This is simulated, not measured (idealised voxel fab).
Process module in this document: voxel air gaps
This is section cut - it's 250 nm across, gridded in 5 nm square cells.
A cross-section in this document is a grid of square cells, and it is written down as bands, the top band listed before the ones below it; a band is made up of one or more rows of cells. Top, bottom (nm), then materials left to right with widths (nm); lone material tagged "full width" fills the whole band edge to edge; "air" = empty space. Note: height 0 marks the level under which the wafer is uniformly one material as received. Lowest band unbounded below, written "z 0 and below". Per-row width for "30..40": begins at first number (top row of band), ends at second number (bottom row), increment between rows held constant. Basically "remained unchanged" means that step didn't change any cell in the cross-section. "Encapsulated voids" specifies each empty space that is not open to the top and that occupies no fewer than 8 cells, using the form width x height at distance, the distance measured from the left edge and all three quantities in nm. Post-settings text on a step line: simulator's own remark regarding the step. Each step line may optionally specify "overlay nm", which for a step with a mask gives the rightward distance between the mask's planned place and where it lay, a negative value indicating the leftward direction.

# These are the steps we planned for the process
1: op RECEIVE | material Si
2: op CONFORMAL_DEP | material SiO2 | thk nm 10
3: op CONFORMAL_DEP | material SiN | thk nm 5
4: op DIRECTIONAL_DEP | material SiO2 | thk nm 35
5: op DIRECTIONAL_DEP | material aC | thk nm 10
6: op PATTERN | tone open | mask id LINES | material resist | width nm 15 | pitch nm 45 | thk nm 25 | overlay nm 0
7: op DIRECTIONAL_ETCH | etch materials aC | depth nm 10
8: op STRIP | etch materials resist
9: op DIRECTIONAL_ETCH | etch materials SiO2 | depth nm 35
10: op STRIP | etch materials aC
11: op CONFORMAL_DEP | material TiN | thk nm 5
12: op FILL_DEP | material W | thk nm 5
13: op CMP | height nm 50
14: op EPI | material Ru | thk nm 10
15: op SELECTIVE_ETCH | etch materials SiO2 | depth nm 45
16: op CONFORMAL_DEP | material SiN | thk nm 5
The width nm used in step 6 is not the same on every wafer, whereas the starting condition is; the value printed in the plan is the first wafer's.

# Cross-section of the first of several wafers as received (after step 1)
    z 0 and below: Si full width
    Encapsulated voids: none

# Cross-section of the first of several wafers, taken after step 16, where the module ends
    z 65 to 60: air (55) | SiN (135) | air (60)
    z 60 to 50: air (55) | SiN (5) | Ru (35) | SiN (10) | Ru (35) | SiN (10) | Ru (35) | SiN (5) | air (60)
    z 50 to 45: air (55) | SiN (15) | TiN (5) | W (5) | TiN (5) | SiN (30) | TiN (5) | W (5) | TiN (5) | SiN (30) | TiN (5) | W (5) | TiN (5) | SiN (15) | air (60)
    z 45 to 20: air (65) | SiN (5) | TiN (5) | W (5) | TiN (5) | SiN (5) | air (20) | SiN (5) | TiN (5) | W (5) | TiN (5) | SiN (5) | air (20) | SiN (5) | TiN (5) | W (5) | TiN (5) | SiN (5) | air (70)
    z 20 to 15: SiN (70) | TiN (15) | SiN (30) | TiN (15) | SiN (30) | TiN (15) | SiN (75)
    z 15 to 10: SiN full width
    z 10 to 0: SiO2 full width
    z 0 and below: Si full width
    Encapsulated voids: 20 x 25 at 90; 20 x 25 at 135

# At the end of the module, the last of several wafers in cross-section
    z 65 to 60: air (50) | SiN (150) | air (50)
    z 60 to 50: air (50) | SiN (5) | Ru (140) | SiN (5) | air (50)
    z 50 to 45: air (50) | SiN (15) | TiN (5) | W (20) | TiN (5) | SiO2 (15) | TiN (5) | W (20) | TiN (5) | SiO2 (15) | TiN (5) | W (20) | TiN (5) | SiN (15) | air (50)
    z 45 to 20: air (60) | SiN (5) | TiN (5) | W (20) | TiN (5) | SiO2 (15) | TiN (5) | W (20) | TiN (5) | SiO2 (15) | TiN (5) | W (20) | TiN (5) | SiN (5) | air (60)
    z 20 to 15: SiN (65) | TiN (30) | SiO2 (15) | TiN (30) | SiO2 (15) | TiN (30) | SiN (65)
    z 15 to 10: SiN full width
    z 10 to 0: SiO2 full width
    z 0 and below: Si full width
    Encapsulated voids: none

# Wafer rows, end of module: cells per material gained (+) or lost (-) since receipt; closed voids last
width nm 15, +42 Ru, +178 SiN, +100 SiO2, +45 TiN, +18 W, Encapsulated voids: 20 x 25 at 90; 20 x 25 at 135
width nm 20, +48 Ru, +170 SiN, +100 SiO2, +48 TiN, +36 W, Encapsulated voids: 15 x 25 at 95; 15 x 25 at 140
width nm 25, +54 Ru, +126 SiN, +156 SiO2, +51 TiN, +54 W, Encapsulated voids: none
width nm 30, +56 Ru, +126 SiN, +142 SiO2, +54 TiN, +72 W, Encapsulated voids: none
